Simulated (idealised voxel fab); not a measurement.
process module | voxel capacitor over wiring
Cross-section cut spans 230 nm and uses square cells 5 nm in size.
Think of the cross-section as a grid of square cells. We describe it in bands, top to bottom, and each band covers one or more rows of those cells.
Band: top and bottom heights (nm) first, top before bottom; then materials from left to right, widths in nm. "everywhere" marks a sole material filling the band edge to edge. "air" denotes empty space.
The level at which height equals 0 is the one under which the wafer, as it arrives, is entirely one material. No lower edge exists for the bottom band, which continues downward and is notated as in "0 and below".
You'd read "30->40" like this: the band's top row of cells is as wide as the first number, its bottom row is as wide as the second, and going down, every row changes width by the same amount as the row before did.
Key: "nothing got changed" - step with no changed cell in the cross-section.
Closed empty spaces (no open way to the top) of 8 cells or more are what "Sealed internal cavities" lists, each as width x height at distance from the left edge, nm for all three.
The remark found on a step's line after its settings is issued by the simulator itself and pertains to that step.
"overlay nm" denotes, for a step that has a mask, the displacement of the mask to the right of its planned place, with negative values corresponding to the left.
For the reader: what remains of this document is a series of pairs, each showing a cross-section before one process step and a cross-section after that step which reaches down only to the lowest band that changed, with the step between them and its settings set out under the pair. It should not be assumed that a pair continues from the pair above it; the pairs can come from different runs of this module on the same starting wafer, and such continuity exists only where the entry headed "Ahead of processing" says so.

Ahead of processing:
  70 down to 65 = HfO2 everywhere
  65 down to 55 = TiN everywhere
  55 down to 40 = SiO2 65 nm, then TiN 5 nm, then Ru 5 nm, then TiN 5 nm, then SiO2 150 nm
  40 down to 35 = SiCN 65 nm, then TiN 15 nm, then SiCN 150 nm
  35 down to 30 = SiO2 60 nm, then TiN 5 nm, then Cu 10 nm, then TiN 5 nm, then SiO2 70 nm, then TiN 5 nm, then Cu 10 nm, then TiN 5 nm, then SiO2 60 nm
  30 down to 25 = SiN 60 nm, then TiN 20 nm, then SiN 70 nm, then TiN 20 nm, then SiN 60 nm
  25 down to 0 = SiO2 everywhere
  0 and below = Si everywhere
  Sealed internal cavities: none

Result of Step:
  80 down to 70 = TiN everywhere
  No changes below 70.
  Sealed internal cavities: none
The structure goes from the before cross-section above to the after cross-section through op DIRECTIONAL_DEP | material TiN | thk nm 10

Ahead of processing: It is represented by the cross-section appearing after the step of the pair directly above.

Result of Step:
  80 down to 70 = air 65 nm, then TiN 75 nm, then air 90 nm
  No changes below 70.
  Sealed internal cavities: none
The structure goes from the before cross-section above to the after cross-section through op MASKED_ETCH | tone cover | mask id UPPER_PLATE | width nm 75 | etch materials TiN | depth nm 10 | overlay nm 0

Ahead of processing: It is represented by the cross-section appearing after the step of the pair directly above.

Result of Step:
  80 down to 70 = air 65 nm, then TiN 75 nm, then air 90 nm
  70 down to 65 = air 65 nm, then HfO2 75 nm, then air 90 nm
  No changes below 65.
  Sealed internal cavities: none
The structure goes from the before cross-section above to the after cross-section through op MASKED_ETCH | tone cover | mask id UPPER_PLATE | width nm 75 | etch materials HfO2 | depth nm 5 | overlay nm 0

Ahead of processing: It is represented by the cross-section appearing after the step of the pair directly above.

Result of Step:
  80 down to 70 = air 65 nm, then TiN 75 nm, then air 90 nm
  70 down to 65 = air 65 nm, then HfO2 75 nm, then air 90 nm
  65 down to 55 = air 60 nm, then TiN 85 nm, then air 85 nm
  No changes below 55.
  Sealed internal cavities: none
The structure goes from the before cross-section above to the after cross-section through op MASKED_ETCH | tone cover | mask id LOWER_PLATE | width nm 85 | etch materials TiN | depth nm 10 | overlay nm 0

Ahead of processing: It is represented by the cross-section appearing after the step of the pair directly above.

Result of Step:
  100 down to 80 = SiO2 everywhere
  80 down to 70 = SiO2 65 nm, then TiN 75 nm, then SiO2 90 nm
  70 down to 65 = SiO2 65 nm, then HfO2 75 nm, then SiO2 90 nm
  65 down to 55 = SiO2 60 nm, then TiN 85 nm, then SiO2 85 nm
  No changes below 55.
  Sealed internal cavities: none
The structure goes from the before cross-section above to the after cross-section through op FILL_DEP | material SiO2 | thk nm 20

Ahead of processing: It is represented by the cross-section appearing after the step of the pair directly above.

Result of Step:
  95 down to 80 = SiO2 everywhere
  No changes below 80.
  Sealed internal cavities: none
The structure goes from the before cross-section above to the after cross-section through op CMP | height nm 95

Ahead of processing: It is represented by the cross-section appearing after the step of the pair directly above.

Result of Step:
  110 down to 95 = resist 75 nm, then air 15 nm, then resist 140 nm
  No changes below 95.
  Sealed internal cavities: none
The structure goes from the before cross-section above to the after cross-section through op PATTERN | tone open | mask id PLUG_2 | material resist | width nm 15 | thk nm 15 | overlay nm 0

Ahead of processing: It is represented by the cross-section appearing after the step of the pair directly above.

Result of Step:
  110 down to 95 = resist 75 nm, then air 15 nm, then resist 140 nm
  95 down to 80 = SiO2 75 nm, then air 15 nm, then SiO2 140 nm
  No changes below 80.
  Sealed internal cavities: none
The structure goes from the before cross-section above to the after cross-section through op DIRECTIONAL_ETCH | etch materials SiO2 | depth nm 15

Ahead of processing: It is represented by the cross-section appearing after the step of the pair directly above.

Result of Step:
  95 down to 80 = SiO2 75 nm, then air 15 nm, then SiO2 140 nm
  No changes below 80.
  Sealed internal cavities: none
The structure goes from the before cross-section above to the after cross-section through op STRIP | etch materials resist

Ahead of processing: It is represented by the cross-section appearing after the step of the pair directly above.

Result of Step:
  100 down to 95 = TiN 80 nm, then air 5 nm, then TiN 145 nm
  95 down to 85 = SiO2 75 nm, then TiN 5 nm, then air 5 nm, then TiN 5 nm, then SiO2 140 nm
  85 down to 80 = SiO2 75 nm, then TiN 15 nm, then SiO2 140 nm
  No changes below 80.
  Sealed internal cavities: none
The structure goes from the before cross-section above to the after cross-section through op CONFORMAL_DEP | material TiN | thk nm 5

Ahead of processing: It is represented by the cross-section appearing after the step of the pair directly above.

Result of Step:
  105 down to 100 = W everywhere
  100 down to 95 = TiN 80 nm, then W 5 nm, then TiN 145 nm
  95 down to 85 = SiO2 75 nm, then TiN 5 nm, then W 5 nm, then TiN 5 nm, then SiO2 140 nm
  No changes below 85.
  Sealed internal cavities: none
The structure goes from the before cross-section above to the after cross-section through op FILL_DEP | material W | thk nm 5

Ahead of processing: It is represented by the cross-section appearing after the step of the pair directly above.

Result of Step:
  95 down to 85 = SiO2 75 nm, then TiN 5 nm, then W 5 nm, then TiN 5 nm, then SiO2 140 nm
  No changes below 85.
  Sealed internal cavities: none
The structure goes from the before cross-section above to the after cross-section through op CMP | height nm 95

Ahead of processing: It is represented by the cross-section appearing after the step of the pair directly above.

Result of Step:
  100 down to 95 = SiN everywhere
  No changes below 95.
  Sealed internal cavities: none
The structure goes from the before cross-section above to the after cross-section through op CONFORMAL_DEP | material SiN | thk nm 5

Ahead of processing:
  80 down to 70 = air 65 nm, then TiN 75 nm, then air 90 nm
  70 down to 65 = air 65 nm, then HfO2 75 nm, then air 90 nm
  65 down to 55 = TiN everywhere
  55 down to 40 = SiO2 65 nm, then TiN 5 nm, then Ru 5 nm, then TiN 5 nm, then SiO2 150 nm
  40 down to 35 = SiCN 65 nm, then TiN 15 nm, then SiCN 150 nm
  35 down to 20 = SiO2 60 nm, then TiN 5 nm, then Cu 10 nm, then TiN 5 nm, then SiO2 70 nm, then TiN 5 nm, then Cu 10 nm, then TiN 5 nm, then SiO2 60 nm
  20 down to 15 = SiN 60 nm, then TiN 20 nm, then SiN 70 nm, then TiN 20 nm, then SiN 60 nm
  15 down to 0 = SiO2 everywhere
  0 and below = Si everywhere
  Sealed internal cavities: none

Result of Step:
  80 down to 70 = air 65 nm, then TiN 75 nm, then air 90 nm
  70 down to 65 = air 65 nm, then HfO2 75 nm, then air 90 nm
  65 down to 55 = air 65 nm, then TiN 75 nm, then air 90 nm
  No changes below 55.
  Sealed internal cavities: none
The structure goes from the before cross-section above to the after cross-section through op MASKED_ETCH | tone cover | mask id LOWER_PLATE | width nm 75 | etch materials TiN | depth nm 10 | overlay nm 0

Ahead of processing: It is represented by the cross-section appearing after the step of the pair directly above.

Result of Step:
  100 down to 80 = SiO2 everywhere
  80 down to 70 = SiO2 65 nm, then TiN 75 nm, then SiO2 90 nm
  70 down to 65 = SiO2 65 nm, then HfO2 75 nm, then SiO2 90 nm
  65 down to 55 = SiO2 65 nm, then TiN 75 nm, then SiO2 90 nm
  No changes below 55.
  Sealed internal cavities: none
The structure goes from the before cross-section above to the after cross-section through op FILL_DEP | material SiO2 | thk nm 20

Ahead of processing: It is represented by the cross-section appearing after the step of the pair directly above.

Result of Step:
  95 down to 80 = SiO2 everywhere
  No changes below 80.
  Sealed internal cavities: none
The structure goes from the before cross-section above to the after cross-section through op CMP | height nm 95

Ahead of processing: It is represented by the cross-section appearing after the step of the pair directly above.

Result of Step:
  110 down to 95 = resist 75 nm, then air 15 nm, then resist 140 nm
  No changes below 95.
  Sealed internal cavities: none
The structure goes from the before cross-section above to the after cross-section through op PATTERN | tone open | mask id PLUG_2 | material resist | width nm 15 | thk nm 15 | overlay nm 0

Ahead of processing: It is represented by the cross-section appearing after the step of the pair directly above.

Result of Step:
  110 down to 95 = resist 75 nm, then air 15 nm, then resist 140 nm
  95 down to 80 = SiO2 75 nm, then air 15 nm, then SiO2 140 nm
  No changes below 80.
  Sealed internal cavities: none
The structure goes from the before cross-section above to the after cross-section through op DIRECTIONAL_ETCH | etch materials SiO2 | depth nm 15

Ahead of processing: It is represented by the cross-section appearing after the step of the pair directly above.

Result of Step:
  95 down to 80 = SiO2 75 nm, then air 15 nm, then SiO2 140 nm
  No changes below 80.
  Sealed internal cavities: none
The structure goes from the before cross-section above to the after cross-section through op STRIP | etch materials resist

Ahead of processing: It is represented by the cross-section appearing after the step of the pair directly above.

Result of Step:
  100 down to 95 = TiN 80 nm, then air 5 nm, then TiN 145 nm
  95 down to 85 = SiO2 75 nm, then TiN 5 nm, then air 5 nm, then TiN 5 nm, then SiO2 140 nm
  85 down to 80 = SiO2 75 nm, then TiN 15 nm, then SiO2 140 nm
  No changes below 80.
  Sealed internal cavities: none
The structure goes from the before cross-section above to the after cross-section through op CONFORMAL_DEP | material TiN | thk nm 5

Ahead of processing: It is represented by the cross-section appearing after the step of the pair directly above.

Result of Step:
  105 down to 100 = W everywhere
  100 down to 95 = TiN 80 nm, then W 5 nm, then TiN 145 nm
  95 down to 85 = SiO2 75 nm, then TiN 5 nm, then W 5 nm, then TiN 5 nm, then SiO2 140 nm
  No changes below 85.
  Sealed internal cavities: none
The structure goes from the before cross-section above to the after cross-section through op FILL_DEP | material W | thk nm 5

Ahead of processing: It is represented by the cross-section appearing after the step of the pair directly above.

Result of Step:
  95 down to 85 = SiO2 75 nm, then TiN 5 nm, then W 5 nm, then TiN 5 nm, then SiO2 140 nm
  No changes below 85.
  Sealed internal cavities: none
The structure goes from the before cross-section above to the after cross-section through op CMP | height nm 95

Ahead of processing: It is represented by the cross-section appearing after the step of the pair directly above.

Result of Step:
  100 down to 95 = SiN everywhere
  No changes below 95.
  Sealed internal cavities: none
The structure goes from the before cross-section above to the after cross-section through op CONFORMAL_DEP | material SiN | thk nm 5

Ahead of processing:
  35 down to 20 = SiO2 everywhere
  20 down to 15 = SiN everywhere
  15 down to 0 = SiO2 everywhere
  0 and below = Si everywhere
  Sealed internal cavities: none

Result of Step:
  35 down to 20 = SiO2 65 nm, then air 20 nm, then SiO2 70 nm, then air 20 nm, then SiO2 55 nm
  No changes below 20.
  Sealed internal cavities: none
The structure goes from the before cross-section above to the after cross-section through op MASKED_ETCH | tone open | mask id METAL_1 | width nm 20 | pitch nm 90 | etch materials SiO2 | depth nm 15 | overlay nm 5

Ahead of processing: It is represented by the cross-section appearing after the step of the pair directly above.

Result of Step:
  35 down to 20 = SiO2 65 nm, then air 20 nm, then SiO2 70 nm, then air 20 nm, then SiO2 55 nm
  20 down to 15 = SiN 65 nm, then air 15 nm, then SiN 75 nm, then air 15 nm, then SiN 60 nm
  No changes below 15.
  Sealed internal cavities: none
The structure goes from the before cross-section above to the after cross-section through op MASKED_ETCH | tone open | mask id METAL_1 | width nm 20 | pitch nm 90 | etch materials SiN | depth nm 5 | overlay nm 0

Ahead of processing: It is represented by the cross-section appearing after the step of the pair directly above.

Result of Step:
  40 down to 35 = TiN 70 nm, then air 10 nm, then TiN 80 nm, then air 10 nm, then TiN 60 nm
  35 down to 25 = SiO2 65 nm, then TiN 5 nm, then air 10 nm, then TiN 5 nm, then SiO2 70 nm, then TiN 5 nm, then air 10 nm, then TiN 5 nm, then SiO2 55 nm
  25 down to 20 = SiO2 65 nm, then TiN 5 nm, then air 5 nm, then TiN 10 nm, then SiO2 70 nm, then TiN 5 nm, then air 5 nm, then TiN 10 nm, then SiO2 55 nm
  20 down to 15 = SiN 65 nm, then TiN 15 nm, then SiN 75 nm, then TiN 15 nm, then SiN 60 nm
  No changes below 15.
  Sealed internal cavities: none
The structure goes from the before cross-section above to the after cross-section through op CONFORMAL_DEP | material TiN | thk nm 5

Ahead of processing: It is represented by the cross-section appearing after the step of the pair directly above.

Result of Step:
  45 down to 40 = Cu everywhere
  40 down to 35 = TiN 70 nm, then Cu 10 nm, then TiN 80 nm, then Cu 10 nm, then TiN 60 nm
  35 down to 25 = SiO2 65 nm, then TiN 5 nm, then Cu 10 nm, then TiN 5 nm, then SiO2 70 nm, then TiN 5 nm, then Cu 10 nm, then TiN 5 nm, then SiO2 55 nm
  25 down to 20 = SiO2 65 nm, then TiN 5 nm, then Cu 5 nm, then TiN 10 nm, then SiO2 70 nm, then TiN 5 nm, then Cu 5 nm, then TiN 10 nm, then SiO2 55 nm
  No changes below 20.
  Sealed internal cavities: none
The structure goes from the before cross-section above to the after cross-section through op FILL_DEP | material Cu | thk nm 5

Ahead of processing: It is represented by the cross-section appearing after the step of the pair directly above.

Result of Step:
  35 down to 25 = SiO2 65 nm, then TiN 5 nm, then Cu 10 nm, then TiN 5 nm, then SiO2 70 nm, then TiN 5 nm, then Cu 10 nm, then TiN 5 nm, then SiO2 55 nm
  No changes below 25.
  Sealed internal cavities: none
The structure goes from the before cross-section above to the after cross-section through op CMP | height nm 35

Ahead of processing: It is represented by the cross-section appearing after the step of the pair directly above.

Result of Step:
  40 down to 35 = SiCN everywhere
  No changes below 35.
  Sealed internal cavities: none
The structure goes from the before cross-section above to the after cross-section through op CONFORMAL_DEP | material SiCN | thk nm 5

Ahead of processing: It is represented by the cross-section appearing after the step of the pair directly above.

Result of Step:
  55 down to 40 = SiO2 everywhere
  No changes below 40.
  Sealed internal cavities: none
The structure goes from the before cross-section above to the after cross-section through op DIRECTIONAL_DEP | material SiO2 | thk nm 15

Ahead of processing: It is represented by the cross-section appearing after the step of the pair directly above.

Result of Step:
  55 down to 40 = SiO2 65 nm, then air 15 nm, then SiO2 150 nm
  No changes below 40.
  Sealed internal cavities: none
The structure goes from the before cross-section above to the after cross-section through op MASKED_ETCH | tone open | mask id PLUG_1 | width nm 15 | etch materials SiO2 | depth nm 15 | overlay nm 0

Ahead of processing: It is represented by the cross-section appearing after the step of the pair directly above.

Result of Step:
  55 down to 40 = SiO2 65 nm, then air 15 nm, then SiO2 150 nm
  40 down to 35 = SiCN 65 nm, then air 15 nm, then SiCN 150 nm
  No changes below 35.
  Sealed internal cavities: none
The structure goes from the before cross-section above to the after cross-section through op MASKED_ETCH | tone open | mask id PLUG_1 | width nm 15 | etch materials SiCN | depth nm 5 | overlay nm 0

Ahead of processing: It is represented by the cross-section appearing after the step of the pair directly above.

Result of Step:
  60 down to 55 = TiN 70 nm, then air 5 nm, then TiN 155 nm
  55 down to 40 = SiO2 65 nm, then TiN 5 nm, then air 5 nm, then TiN 5 nm, then SiO2 150 nm
  40 down to 35 = SiCN 65 nm, then TiN 15 nm, then SiCN 150 nm
  No changes below 35.
  Sealed internal cavities: none
The structure goes from the before cross-section above to the after cross-section through op CONFORMAL_DEP | material TiN | thk nm 5

Ahead of processing: It is represented by the cross-section appearing after the step of the pair directly above.

Result of Step:
  65 down to 60 = Ru everywhere
  60 down to 55 = TiN 70 nm, then Ru 5 nm, then TiN 155 nm
  55 down to 40 = SiO2 65 nm, then TiN 5 nm, then Ru 5 nm, then TiN 5 nm, then SiO2 150 nm
  No changes below 40.
  Sealed internal cavities: none
The structure goes from the before cross-section above to the after cross-section through op FILL_DEP | material Ru | thk nm 5

Ahead of processing: It is represented by the cross-section appearing after the step of the pair directly above.

Result of Step:
  55 down to 40 = SiO2 65 nm, then TiN 5 nm, then Ru 5 nm, then TiN 5 nm, then SiO2 150 nm
  No changes below 40.
  Sealed internal cavities: none
The structure goes from the before cross-section above to the after cross-section through op CMP | height nm 55

Ahead of processing: It is represented by the cross-section appearing after the step of the pair directly above.

Result of Step:
  65 down to 55 = TiN everywhere
  No changes below 55.
  Sealed internal cavities: none
The structure goes from the before cross-section above to the after cross-section through op DIRECTIONAL_DEP | material TiN | thk nm 10

Ahead of processing: It is represented by the cross-section appearing after the step of the pair directly above.

Result of Step:
  70 down to 65 = HfO2 everywhere
  No changes below 65.
  Sealed internal cavities: none
The structure goes from the before cross-section above to the after cross-section through op DIRECTIONAL_DEP | material HfO2 | thk nm 5

Ahead of processing: It is represented by the cross-section appearing after the step of the pair directly above.

Result of Step:
  80 down to 70 = TiN everywhere
  No changes below 70.
  Sealed internal cavities: none
The structure goes from the before cross-section above to the after cross-section through op DIRECTIONAL_DEP | material TiN | thk nm 10

Ahead of processing: It is represented by the cross-section appearing after the step of the pair directly above.

Result of Step:
  80 down to 70 = air 65 nm, then TiN 75 nm, then air 90 nm
  No changes below 70.
  Sealed internal cavities: none
The structure goes from the before cross-section above to the after cross-section through op MASKED_ETCH | tone cover | mask id UPPER_PLATE | width nm 75 | etch materials TiN | depth nm 10 | overlay nm 0

Ahead of processing: It is represented by the cross-section appearing after the step of the pair directly above.

Result of Step:
  80 down to 70 = air 65 nm, then TiN 75 nm, then air 90 nm
  70 down to 65 = air 65 nm, then HfO2 75 nm, then air 90 nm
  No changes below 65.
  Sealed internal cavities: none
The structure goes from the before cross-section above to the after cross-section through op MASKED_ETCH | tone cover | mask id UPPER_PLATE | width nm 75 | etch materials HfO2 | depth nm 5 | overlay nm 0

Ahead of processing: It is represented by the cross-section appearing after the step of the pair directly above.

Result of Step:
  80 down to 70 = air 65 nm, then TiN 75 nm, then air 90 nm
  70 down to 65 = air 65 nm, then HfO2 75 nm, then air 90 nm
  65 down to 55 = air 60 nm, then TiN 85 nm, then air 85 nm
  No changes below 55.
  Sealed internal cavities: none
The structure goes from the before cross-section above to the after cross-section through op MASKED_ETCH | tone cover | mask id LOWER_PLATE | width nm 85 | etch materials TiN | depth nm 10 | overlay nm 0

Ahead of processing: It is represented by the cross-section appearing after the step of the pair directly above.

Result of Step:
  100 down to 80 = SiO2 everywhere
  80 down to 70 = SiO2 65 nm, then TiN 75 nm, then SiO2 90 nm
  70 down to 65 = SiO2 65 nm, then HfO2 75 nm, then SiO2 90 nm
  65 down to 55 = SiO2 60 nm, then TiN 85 nm, then SiO2 85 nm
  No changes below 55.
  Sealed internal cavities: none
The structure goes from the before cross-section above to the after cross-section through op FILL_DEP | material SiO2 | thk nm 20

Ahead of processing: It is represented by the cross-section appearing after the step of the pair directly above.

Result of Step:
  95 down to 80 = SiO2 everywhere
  No changes below 80.
  Sealed internal cavities: none
The structure goes from the before cross-section above to the after cross-section through op CMP | height nm 95

Ahead of processing: It is represented by the cross-section appearing after the step of the pair directly above.

Result of Step:
  110 down to 95 = resist 75 nm, then air 15 nm, then resist 140 nm
  No changes below 95.
  Sealed internal cavities: none
The structure goes from the before cross-section above to the after cross-section through op PATTERN | tone open | mask id PLUG_2 | material resist | width nm 15 | thk nm 15 | overlay nm 0

Ahead of processing: It is represented by the cross-section appearing after the step of the pair directly above.

Result of Step:
  110 down to 95 = resist 75 nm, then air 15 nm, then resist 140 nm
  95 down to 80 = SiO2 75 nm, then air 15 nm, then SiO2 140 nm
  No changes below 80.
  Sealed internal cavities: none
The structure goes from the before cross-section above to the after cross-section through op DIRECTIONAL_ETCH | etch materials SiO2 | depth nm 15

Ahead of processing: It is represented by the cross-section appearing after the step of the pair directly above.

Result of Step:
  95 down to 80 = SiO2 75 nm, then air 15 nm, then SiO2 140 nm
  No changes below 80.
  Sealed internal cavities: none
The structure goes from the before cross-section above to the after cross-section through op STRIP | etch materials resist

Ahead of processing: It is represented by the cross-section appearing after the step of the pair directly above.

Result of Step:
  100 down to 95 = TiN 80 nm, then air 5 nm, then TiN 145 nm
  95 down to 85 = SiO2 75 nm, then TiN 5 nm, then air 5 nm, then TiN 5 nm, then SiO2 140 nm
  85 down to 80 = SiO2 75 nm, then TiN 15 nm, then SiO2 140 nm
  No changes below 80.
  Sealed internal cavities: none
The structure goes from the before cross-section above to the after cross-section through op CONFORMAL_DEP | material TiN | thk nm 5

Ahead of processing: It is represented by the cross-section appearing after the step of the pair directly above.

Result of Step:
  105 down to 100 = W everywhere
  100 down to 95 = TiN 80 nm, then W 5 nm, then TiN 145 nm
  95 down to 85 = SiO2 75 nm, then TiN 5 nm, then W 5 nm, then TiN 5 nm, then SiO2 140 nm
  No changes below 85.
  Sealed internal cavities: none
The structure goes from the before cross-section above to the after cross-section through op FILL_DEP | material W | thk nm 5

Ahead of processing: It is represented by the cross-section appearing after the step of the pair directly above.

Result of Step:
  95 down to 85 = SiO2 75 nm, then TiN 5 nm, then W 5 nm, then TiN 5 nm, then SiO2 140 nm
  No changes below 85.
  Sealed internal cavities: none
The structure goes from the before cross-section above to the after cross-section through op CMP | height nm 95

Ahead of processing: It is represented by the cross-section appearing after the step of the pair directly above.

Result of Step:
  100 down to 95 = SiN everywhere
  No changes below 95.
  Sealed internal cavities: none
The structure goes from the before cross-section above to the after cross-section through op CONFORMAL_DEP | material SiN | thk nm 5

Ahead of processing:
  95 down to 85 = SiO2 75 nm, then TiN 5 nm, then W 5 nm, then TiN 5 nm, then SiO2 140 nm
  85 down to 80 = SiO2 75 nm, then TiN 15 nm, then SiO2 140 nm
  80 down to 70 = SiO2 65 nm, then TiN 75 nm, then SiO2 90 nm
  70 down to 65 = SiO2 65 nm, then HfO2 75 nm, then SiO2 90 nm
  65 down to 55 = SiO2 60 nm, then TiN 85 nm, then SiO2 85 nm
  55 down to 40 = SiO2 65 nm, then TiN 5 nm, then Ru 5 nm, then TiN 5 nm, then SiO2 150 nm
  40 down to 35 = SiCN 65 nm, then TiN 15 nm, then SiCN 150 nm
  35 down to 20 = SiO2 60 nm, then TiN 5 nm, then Cu 10 nm, then TiN 5 nm, then SiO2 70 nm, then TiN 5 nm, then Cu 10 nm, then TiN 5 nm, then SiO2 60 nm
  20 down to 15 = SiN 60 nm, then TiN 20 nm, then SiN 70 nm, then TiN 20 nm, then SiN 60 nm
  15 down to 0 = SiO2 everywhere
  0 and below = Si everywhere
  Sealed internal cavities: none

Result of Step:
  100 down to 95 = SiO2 everywhere
  No changes below 95.
  Sealed internal cavities: none
The structure goes from the before cross-section above to the after cross-section through op CONFORMAL_DEP | material SiO2 | thk nm 5

Ahead of processing:
  55 down to 40 = SiO2 everywhere
  40 down to 35 = SiCN everywhere
  35 down to 20 = SiO2 60 nm, then TiN 5 nm, then Cu 10 nm, then TiN 5 nm, then SiO2 70 nm, then TiN 5 nm, then Cu 10 nm, then TiN 5 nm, then SiO2 60 nm
  20 down to 15 = SiN 60 nm, then TiN 20 nm, then SiN 70 nm, then TiN 20 nm, then SiN 60 nm
  15 down to 0 = SiO2 everywhere
  0 and below = Si everywhere
  Sealed internal cavities: none

Result of Step:
  55 down to 40 = air 65 nm, then SiO2 15 nm, then air 150 nm
  No changes below 40.
  Sealed internal cavities: none
The structure goes from the before cross-section above to the after cross-section through op MASKED_ETCH | tone cover | mask id PLUG_1 | width nm 15 | etch materials SiO2 | depth nm 15 | overlay nm 0

Ahead of processing: It is represented by the cross-section appearing after the step of the pair directly above.

Result of Step:
  60 down to 55 = air 60 nm, then TiN 25 nm, then air 145 nm
  55 down to 45 = air 60 nm, then TiN 5 nm, then SiO2 15 nm, then TiN 5 nm, then air 145 nm
  45 down to 40 = TiN 65 nm, then SiO2 15 nm, then TiN 150 nm
  No changes below 40.
  Sealed internal cavities: none
The structure goes from the before cross-section above to the after cross-section through op CONFORMAL_DEP | material TiN | thk nm 5

Ahead of processing: It is represented by the cross-section appearing after the step of the pair directly above.

Result of Step:
  65 down to 60 = Ru everywhere
  60 down to 55 = Ru 60 nm, then TiN 25 nm, then Ru 145 nm
  55 down to 45 = Ru 60 nm, then TiN 5 nm, then SiO2 15 nm, then TiN 5 nm, then Ru 145 nm
  No changes below 45.
  Sealed internal cavities: none
The structure goes from the before cross-section above to the after cross-section through op FILL_DEP | material Ru | thk nm 5

Ahead of processing: It is represented by the cross-section appearing after the step of the pair directly above.

Result of Step:
  55 down to 45 = Ru 60 nm, then TiN 5 nm, then SiO2 15 nm, then TiN 5 nm, then Ru 145 nm
  No changes below 45.
  Sealed internal cavities: none
The structure goes from the before cross-section above to the after cross-section through op CMP | height nm 55

Ahead of processing: It is represented by the cross-section appearing after the step of the pair directly above.

Result of Step:
  65 down to 55 = TiN everywhere
  No changes below 55.
  Sealed internal cavities: none
The structure goes from the before cross-section above to the after cross-section through op DIRECTIONAL_DEP | material TiN | thk nm 10

Ahead of processing: It is represented by the cross-section appearing after the step of the pair directly above.

Result of Step:
  70 down to 65 = HfO2 everywhere
  No changes below 65.
  Sealed internal cavities: none
The structure goes from the before cross-section above to the after cross-section through op DIRECTIONAL_DEP | material HfO2 | thk nm 5

Ahead of processing: It is represented by the cross-section appearing after the step of the pair directly above.

Result of Step:
  80 down to 70 = TiN everywhere
  No changes below 70.
  Sealed internal cavities: none
The structure goes from the before cross-section above to the after cross-section through op DIRECTIONAL_DEP | material TiN | thk nm 10

Ahead of processing: It is represented by the cross-section appearing after the step of the pair directly above.

Result of Step:
  80 down to 70 = air 65 nm, then TiN 75 nm, then air 90 nm
  No changes below 70.
  Sealed internal cavities: none
The structure goes from the before cross-section above to the after cross-section through op MASKED_ETCH | tone cover | mask id UPPER_PLATE | width nm 75 | etch materials TiN | depth nm 10 | overlay nm 0

Ahead of processing: It is represented by the cross-section appearing after the step of the pair directly above.

Result of Step:
  80 down to 70 = air 65 nm, then TiN 75 nm, then air 90 nm
  70 down to 65 = air 65 nm, then HfO2 75 nm, then air 90 nm
  No changes below 65.
  Sealed internal cavities: none
The structure goes from the before cross-section above to the after cross-section through op MASKED_ETCH | tone cover | mask id UPPER_PLATE | width nm 75 | etch materials HfO2 | depth nm 5 | overlay nm 0

Ahead of processing: It is represented by the cross-section appearing after the step of the pair directly above.

Result of Step:
  80 down to 70 = air 65 nm, then TiN 75 nm, then air 90 nm
  70 down to 65 = air 65 nm, then HfO2 75 nm, then air 90 nm
  65 down to 55 = air 60 nm, then TiN 85 nm, then air 85 nm
  No changes below 55.
  Sealed internal cavities: none
The structure goes from the before cross-section above to the after cross-section through op MASKED_ETCH | tone cover | mask id LOWER_PLATE | width nm 85 | etch materials TiN | depth nm 10 | overlay nm 0

Ahead of processing: It is represented by the cross-section appearing after the step of the pair directly above.

Result of Step:
  100 down to 80 = SiO2 everywhere
  80 down to 70 = SiO2 65 nm, then TiN 75 nm, then SiO2 90 nm
  70 down to 65 = SiO2 65 nm, then HfO2 75 nm, then SiO2 90 nm
  65 down to 55 = SiO2 60 nm, then TiN 85 nm, then SiO2 85 nm
  No changes below 55.
  Sealed internal cavities: none
The structure goes from the before cross-section above to the after cross-section through op FILL_DEP | material SiO2 | thk nm 20

Ahead of processing: It is represented by the cross-section appearing after the step of the pair directly above.

Result of Step:
  95 down to 80 = SiO2 everywhere
  No changes below 80.
  Sealed internal cavities: none
The structure goes from the before cross-section above to the after cross-section through op CMP | height nm 95

Ahead of processing: It is represented by the cross-section appearing after the step of the pair directly above.

Result of Step:
  110 down to 95 = resist 75 nm, then air 15 nm, then resist 140 nm
  No changes below 95.
  Sealed internal cavities: none
The structure goes from the before cross-section above to the after cross-section through op PATTERN | tone open | mask id PLUG_2 | material resist | width nm 15 | thk nm 15 | overlay nm 0

Ahead of processing: It is represented by the cross-section appearing after the step of the pair directly above.

Result of Step:
  110 down to 95 = resist 75 nm, then air 15 nm, then resist 140 nm
  95 down to 80 = SiO2 75 nm, then air 15 nm, then SiO2 140 nm
  No changes below 80.
  Sealed internal cavities: none
The structure goes from the before cross-section above to the after cross-section through op DIRECTIONAL_ETCH | etch materials SiO2 | depth nm 15

Ahead of processing: It is represented by the cross-section appearing after the step of the pair directly above.

Result of Step:
  95 down to 80 = SiO2 75 nm, then air 15 nm, then SiO2 140 nm
  No changes below 80.
  Sealed internal cavities: none
The structure goes from the before cross-section above to the after cross-section through op STRIP | etch materials resist

Ahead of processing: It is represented by the cross-section appearing after the step of the pair directly above.

Result of Step:
  100 down to 95 = TiN 80 nm, then air 5 nm, then TiN 145 nm
  95 down to 85 = SiO2 75 nm, then TiN 5 nm, then air 5 nm, then TiN 5 nm, then SiO2 140 nm
  85 down to 80 = SiO2 75 nm, then TiN 15 nm, then SiO2 140 nm
  No changes below 80.
  Sealed internal cavities: none
The structure goes from the before cross-section above to the after cross-section through op CONFORMAL_DEP | material TiN | thk nm 5

Ahead of processing: It is represented by the cross-section appearing after the step of the pair directly above.

Result of Step:
  105 down to 100 = W everywhere
  100 down to 95 = TiN 80 nm, then W 5 nm, then TiN 145 nm
  95 down to 85 = SiO2 75 nm, then TiN 5 nm, then W 5 nm, then TiN 5 nm, then SiO2 140 nm
  No changes below 85.
  Sealed internal cavities: none
The structure goes from the before cross-section above to the after cross-section through op FILL_DEP | material W | thk nm 5

Ahead of processing: It is represented by the cross-section appearing after the step of the pair directly above.

Result of Step:
  95 down to 85 = SiO2 75 nm, then TiN 5 nm, then W 5 nm, then TiN 5 nm, then SiO2 140 nm
  No changes below 85.
  Sealed internal cavities: none
The structure goes from the before cross-section above to the after cross-section through op CMP | height nm 95

Ahead of processing: It is represented by the cross-section appearing after the step of the pair directly above.

Result of Step:
  100 down to 95 = SiN everywhere
  No changes below 95.
  Sealed internal cavities: none
The structure goes from the before cross-section above to the after cross-section through op CONFORMAL_DEP | material SiN | thk nm 5
